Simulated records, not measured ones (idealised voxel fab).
voxel lift off: a process module
Shown is cross-section cut, with a width of 295 nm and square cells of size 5 nm.
In this document a cross-section is written as a grid of square cells. It is given as a series of bands, listed from the top down, and a band is one or more rows of cells.
First you get the band's top height and its bottom height, in nm, and then the materials it's made of, left to right, with each width in nm. If you see a single material with "throughout", that one covers the band edge to edge. "air" is empty space.
Height reference: 0 = level under which incoming wafer is all one material. Lowest band: no bottom, runs on downward, e.g. "0 nm and below".
Top row gets the first number, bottom row gets the second, and each row in between changes by the same step: that is how a band width like "30..40" works.
A step reported as "no modification" is a step in which no cell of the cross-section changed.
"Closed void catalog": sealed empty spaces, 8 cells or more, no open way to top, listed width x height at distance, with distance from the left edge and width, height and distance in nm.
Post-settings text on a step line: simulator's own remark regarding the step.
The "overlay nm" setting may appear on a step's line; for a step that uses a mask, it gives how far to the right of its planned position the mask lay, and a negative value indicates the left.
Steps in the process plan
- 1: RECEIVE, material Si
- 2: CONFORMAL_DEP, material SiO2, thk nm 5
- 3: PATTERN, tone open, mask id LINES, material resist, width nm 20, pitch nm 40, thk nm 30, overlay nm 0
- 4: DIRECTIONAL_DEP, material Ru, thk nm 15
- 5: STRIP, etch materials resist
- 6: CONFORMAL_DEP, material SiN, thk nm 5
Wafer as received: cross-section following step 1
    0 nm and below: Si throughout
    Closed void catalog: none
The first of the two wafers as seen in cross-section once the module was finished; processing followed the plan
    25 nm to 20 nm: 110 nm air, 30 nm SiN, 10 nm air, 30 nm SiN, 115 nm air
    20 nm to 10 nm: 110 nm air, 5 nm SiN, 20 nm Ru, 5 nm SiN, 10 nm air, 5 nm SiN, 20 nm Ru, 5 nm SiN, 115 nm air
    10 nm to 5 nm: 115 nm SiN, 20 nm Ru, 20 nm SiN, 20 nm Ru, 120 nm SiN
    5 nm to 0 nm: SiO2 throughout
    0 nm and below: Si throughout
    Closed void catalog: none
Cross-section, wafer two of two, end of module: same start and plan as wafer one, one error in execution
    20 nm to 5 nm: 115 nm air, 20 nm Ru, 20 nm air, 20 nm Ru, 120 nm air
    5 nm to 0 nm: SiO2 throughout
    0 nm and below: Si throughout
    Closed void catalog: none
Finding, execution versus plan: step 6 of the plan was bypassed and not carried out
The closing comparison, in cells, has the second wafer with more or fewer of some materials than the first: SiN: 71 fewer
